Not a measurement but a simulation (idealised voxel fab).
process module | voxel gate over fins
Section shown: cut. Width: 295 nm. Cell size: 5 nm, square.
Cross-section = grid of square cells, listed top down in bands; band = one or more rows.
The band entry comprises the height of the band's top followed by the height of its bottom, expressed in nm, and subsequently the band's materials from left to right, each stated together with its width in nm. Where a single material is marked with the word "full width", that material fills the band from edge to edge. The word "air" represents empty space.
Heights are measured from 0, the level below which the as-received wafer is all one material; the lowest band has no bottom and continues downward, written as in "0 -> down".
The notation "30..40" denotes a width that varies across the rows of cells in the band, beginning at the first number in the top row, finishing at the second number in the bottom row, and changing by an identical amount from each row to the next.
"everything unchanged" after a step means that no cell of the cross-section changed.
Each empty space that has no open way to the top and spans at least 8 cells appears under "Encapsulated voids" as width x height at distance, the distance counted from the left edge, all in nm.
Past the settings on a step's line: simulator remark, on that step.
What "overlay nm" on a step's line means: if the step has a mask, that mask lay this far to the right of its planned place, or, when the value is negative, to the left.
THE PROCESS STEPS THAT WERE PLANNED ARE LISTED BELOW
| 1 | RECEIVE: material Si |
| 2 | CONFORMAL_DEP: material SiN, thk nm 5 |
| 3 | MASKED_ETCH: tone cover, mask id FINS, width nm 15, pitch nm 40, etch materials SiN, depth nm 5, overlay nm 0 |
| 4 | MASKED_ETCH: tone cover, mask id FINS, width nm 15, pitch nm 40, etch materials Si, depth nm 35, overlay nm 0 |
| 5 | FILL_DEP: material SiO2, thk nm 5 |
| 6 | CMP: height nm 5 |
| 7 | SELECTIVE_ETCH: etch materials SiO2, depth nm 20 |
| 8 | STRIP: etch materials SiN |
| 9 | CONFORMAL_DEP: material HfO2, thk nm 5 |
| 10 | CONFORMAL_DEP: material TiN, thk nm 5 |
| 11 | FILL_DEP: material W, thk nm 15 |
| 12 | CMP: height nm 10 |
| 13 | CONFORMAL_DEP: material SiN, thk nm 5 |
The plan's step 12 height nm is the first wafer's value; the wafers differ in this setting and start identical.
FIRST WAFER AS RECEIVED, AFTER STEP 1
  0 -> down = Si full width
  Encapsulated voids: none
WAFER CROSS-SECTION (FIRST OF SEVERAL) - MODULE END, POST STEP 13 (LAST STEP)
  15 -> 10 = SiN full width
  10 -> 5 = 70 W; 35 TiN; 5 W; 35 TiN; 5 W; 35 TiN; 5 W; 35 TiN; 70 W
  5 -> 0 = 70 W; 5 TiN; 25 HfO2; 5 TiN; 5 W; 5 TiN; 25 HfO2; 5 TiN; 5 W; 5 TiN; 25 HfO2; 5 TiN; 5 W; 5 TiN; 25 HfO2; 5 TiN; 70 W
  0 -> -5 = 70 W; 5 TiN; 5 HfO2; 15 Si; 5 HfO2; 5 TiN; 5 W; 5 TiN; 5 HfO2; 15 Si; 5 HfO2; 5 TiN; 5 W; 5 TiN; 5 HfO2; 15 Si; 5 HfO2; 5 TiN; 5 W; 5 TiN; 5 HfO2; 15 Si; 5 HfO2; 5 TiN; 70 W
  -5 -> -10 = 75 TiN; 5 HfO2; 15 Si; 5 HfO2; 15 TiN; 5 HfO2; 15 Si; 5 HfO2; 15 TiN; 5 HfO2; 15 Si; 5 HfO2; 15 TiN; 5 HfO2; 15 Si; 5 HfO2; 75 TiN
  -10 -> -15 = 80 HfO2; 15 Si; 25 HfO2; 15 Si; 25 HfO2; 15 Si; 25 HfO2; 15 Si; 80 HfO2
  -15 -> -35 = 80 SiO2; 15 Si; 25 SiO2; 15 Si; 25 SiO2; 15 Si; 25 SiO2; 15 Si; 80 SiO2
  -35 -> down = Si full width
  Encapsulated voids: none
CROSS-SECTION OF THE LAST WAFER AT END OF MODULE
  30 -> 25 = SiN full width
  25 -> 10 = W full width
  10 -> 5 = 70 W; 35 TiN; 5 W; 35 TiN; 5 W; 35 TiN; 5 W; 35 TiN; 70 W
  5 -> 0 = 70 W; 5 TiN; 25 HfO2; 5 TiN; 5 W; 5 TiN; 25 HfO2; 5 TiN; 5 W; 5 TiN; 25 HfO2; 5 TiN; 5 W; 5 TiN; 25 HfO2; 5 TiN; 70 W
  0 -> -5 = 70 W; 5 TiN; 5 HfO2; 15 Si; 5 HfO2; 5 TiN; 5 W; 5 TiN; 5 HfO2; 15 Si; 5 HfO2; 5 TiN; 5 W; 5 TiN; 5 HfO2; 15 Si; 5 HfO2; 5 TiN; 5 W; 5 TiN; 5 HfO2; 15 Si; 5 HfO2; 5 TiN; 70 W
  -5 -> -10 = 75 TiN; 5 HfO2; 15 Si; 5 HfO2; 15 TiN; 5 HfO2; 15 Si; 5 HfO2; 15 TiN; 5 HfO2; 15 Si; 5 HfO2; 15 TiN; 5 HfO2; 15 Si; 5 HfO2; 75 TiN
  -10 -> -15 = 80 HfO2; 15 Si; 25 HfO2; 15 Si; 25 HfO2; 15 Si; 25 HfO2; 15 Si; 80 HfO2
  -15 -> -35 = 80 SiO2; 15 Si; 25 SiO2; 15 Si; 25 SiO2; 15 Si; 25 SiO2; 15 Si; 80 SiO2
  -35 -> down = Si full width
  Encapsulated voids: none
GAINED (+) OR LOST (-) CELLS OF EACH MATERIAL SINCE RECEIPT, THEN CLOSED VOIDS: ONE ROW PER WAFER, AT THE END OF THE MODULE
height nm 10, +83 HfO2, -329 Si, +59 SiN, +188 SiO2, +83 TiN, +93 W, Encapsulated voids: none
height nm 15, +83 HfO2, -329 Si, +59 SiN, +188 SiO2, +83 TiN, +152 W, Encapsulated voids: none
height nm 20, +83 HfO2, -329 Si, +59 SiN, +188 SiO2, +83 TiN, +211 W, Encapsulated voids: none
height nm 25, +83 HfO2, -329 Si, +59 SiN, +188 SiO2, +83 TiN, +270 W, Encapsulated voids: none
